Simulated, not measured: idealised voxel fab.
Process module under the name voxel capacitor over wiring
Cross-section cut: width 215 nm, square cells of 5 nm.
Cross-section format: a grid of square cells, given as bands from top to bottom; each band is one or more rows of cells.
The band entry comprises the height of the band's top followed by the height of its bottom, expressed in nm, and subsequently the band's materials from left to right, each stated together with its width in nm. Where a single material is marked with the word "everywhere", that material fills the band from edge to edge. The word "blank" represents empty space.
Ref level 0: as-received wafer is one material below here. Bottom band extends down with no lower bound ("0 nm and below").
The expression "30->40" gives the width at the extremes of the band, the first number at its top row of cells and the second at its bottom row, with the width changing by equal amounts from each row to the next in between.
A step reported as "nothing altered" is a step in which no cell of the cross-section changed.
If an empty space has no open way to the top and is at least 8 cells in size, "Completely enclosed voids" lists it, written width x height at distance, where distance is measured from the left edge and every value is in nm.
Where a step's line continues beyond its settings, the continuation is a remark by the simulator itself on that step.
"overlay nm", when on a step's line for a step with a mask, measures how far to the right of its planned place the mask lay; a negative measure means to the left.
The following list gives the planned process steps
1. RECEIVE (material Si)
2. CONFORMAL_DEP (material SiO2; thk nm 10)
3. DIRECTIONAL_DEP (material TiN; thk nm 5)
4. DIRECTIONAL_DEP (material Ru; thk nm 20)
5. DIRECTIONAL_DEP (material aC; thk nm 15)
6. PATTERN (tone cover; mask id METAL_1; material resist; width nm 30; pitch nm 95; thk nm 30; overlay nm 0)
7. DIRECTIONAL_ETCH (etch materials aC; depth nm 15)
8. STRIP (etch materials resist)
9. DIRECTIONAL_ETCH (etch materials Ru; depth nm 20)
10. DIRECTIONAL_ETCH (etch materials TiN; depth nm 5)
11. STRIP (etch materials aC)
12. CONFORMAL_DEP (material SiN; thk nm 5)
13. FILL_DEP (material lowk; thk nm 10)
14. CMP (height nm 35)
15. CONFORMAL_DEP (material SiCN; thk nm 5)
16. DIRECTIONAL_DEP (material SiO2; thk nm 20)
17. MASKED_ETCH (tone open; mask id PLUG_1; width nm 15; etch materials SiO2; depth nm 20; overlay nm 0)
18. MASKED_ETCH (tone open; mask id PLUG_1; width nm 15; etch materials SiCN; depth nm 5; overlay nm 0)
19. CONFORMAL_DEP (material TiN; thk nm 5)
20. FILL_DEP (material Ru; thk nm 5)
21. CMP (height nm 60)
22. DIRECTIONAL_DEP (material TiN; thk nm 5)
23. DIRECTIONAL_DEP (material HfO2; thk nm 5)
24. DIRECTIONAL_DEP (material TiN; thk nm 5)
25. PATTERN (tone cover; mask id UPPER_PLATE; material resist; width nm 70; thk nm 15; overlay nm 0)
26. DIRECTIONAL_ETCH (etch materials TiN; depth nm 5)
27. DIRECTIONAL_ETCH (etch materials HfO2; depth nm 5)
28. STRIP (etch materials resist)
29. PATTERN (tone cover; mask id LOWER_PLATE; material resist; width nm 80; thk nm 20; overlay nm 0)
30. DIRECTIONAL_ETCH (etch materials TiN; depth nm 5)
31. STRIP (etch materials resist)
32. FILL_DEP (material SiO2; thk nm 20)
33. CMP (height nm 90)
34. PATTERN (tone open; mask id PLUG_2; material resist; width nm 15; thk nm 20; overlay nm -15)
35. DIRECTIONAL_ETCH (etch materials SiO2; depth nm 15)
36. STRIP (etch materials resist)
37. CONFORMAL_DEP (material TiN; thk nm 5)
38. FILL_DEP (material Cu; thk nm 10)
39. CMP (height nm 90)
40. CONFORMAL_DEP (material SiCN; thk nm 5)
Across this set of wafers, the varied parameter is the overlay nm of step 34. Starting conditions are identical for every wafer, and the plan reports the value assigned to the first wafer.
The as-received cross-section of the first of several wafers corresponds to the state after step 1
0 nm and below | Si everywhere
Completely enclosed voids: none
End of the module, past its last step, step 40: how the first of several wafers looks in cross-section
95 nm to 90 nm | SiCN everywhere
90 nm to 80 nm | 55 nm SiO2, 5 nm TiN, 5 nm Cu, 5 nm TiN, 145 nm SiO2
80 nm to 70 nm | 55->60 nm SiO2, 15->70 nm TiN, 145->85 nm SiO2
70 nm to 65 nm | 60 nm SiO2, 70 nm HfO2, 85 nm SiO2
65 nm to 60 nm | 55 nm SiO2, 80 nm TiN, 80 nm SiO2
60 nm to 40 nm | 60 nm SiO2, 5 nm TiN, 5 nm Ru, 5 nm TiN, 140 nm SiO2
40 nm to 35 nm | 60 nm SiCN, 15 nm TiN, 140 nm SiCN
35 nm to 15 nm | 40 nm lowk, 5 nm SiN, 30 nm Ru, 5 nm SiN, 55 nm lowk, 5 nm SiN, 30 nm Ru, 5 nm SiN, 40 nm lowk
15 nm to 10 nm | 45 nm SiN, 30 nm TiN, 65 nm SiN, 30 nm TiN, 45 nm SiN
10 nm to 0 nm | SiO2 everywhere
0 nm and below | Si everywhere
Completely enclosed voids: none
Final wafer of several, shown in cross-section at the end of the module
95 nm to 90 nm | SiCN everywhere
90 nm to 80 nm | 85 nm SiO2, 5 nm TiN, 5 nm Cu, 5 nm TiN, 115 nm SiO2
80 nm to 70 nm | 85->60 nm SiO2, 15->70 nm TiN, 115->85 nm SiO2
70 nm to 65 nm | 60 nm SiO2, 70 nm HfO2, 85 nm SiO2
65 nm to 60 nm | 55 nm SiO2, 80 nm TiN, 80 nm SiO2
60 nm to 40 nm | 60 nm SiO2, 5 nm TiN, 5 nm Ru, 5 nm TiN, 140 nm SiO2
40 nm to 35 nm | 60 nm SiCN, 15 nm TiN, 140 nm SiCN
35 nm to 15 nm | 40 nm lowk, 5 nm SiN, 30 nm Ru, 5 nm SiN, 55 nm lowk, 5 nm SiN, 30 nm Ru, 5 nm SiN, 40 nm lowk
15 nm to 10 nm | 45 nm SiN, 30 nm TiN, 65 nm SiN, 30 nm TiN, 45 nm SiN
10 nm to 0 nm | SiO2 everywhere
0 nm and below | Si everywhere
Completely enclosed voids: none
End of module, by wafer: material-by-material cell gain (+) or loss (-) since receipt, then closed voids
overlay nm -15, +2 Cu, +14 HfO2, +52 Ru, +83 SiCN, +47 SiN, +451 SiO2, +60 TiN, +108 lowk, Completely enclosed voids: none
overlay nm -10, +2 Cu, +14 HfO2, +52 Ru, +83 SiCN, +47 SiN, +451 SiO2, +60 TiN, +108 lowk, Completely enclosed voids: none
overlay nm -5, +2 Cu, +14 HfO2, +52 Ru, +83 SiCN, +47 SiN, +451 SiO2, +60 TiN, +108 lowk, Completely enclosed voids: none
overlay nm 0, +2 Cu, +14 HfO2, +52 Ru, +83 SiCN, +47 SiN, +451 SiO2, +60 TiN, +108 lowk, Completely enclosed voids: none
overlay nm 5, +2 Cu, +14 HfO2, +52 Ru, +83 SiCN, +47 SiN, +451 SiO2, +60 TiN, +108 lowk, Completely enclosed voids: none
overlay nm 10, +2 Cu, +14 HfO2, +52 Ru, +83 SiCN, +47 SiN, +451 SiO2, +60 TiN, +108 lowk, Completely enclosed voids: none
overlay nm 15, +2 Cu, +14 HfO2, +52 Ru, +83 SiCN, +47 SiN, +451 SiO2, +60 TiN, +108 lowk, Completely enclosed voids: none
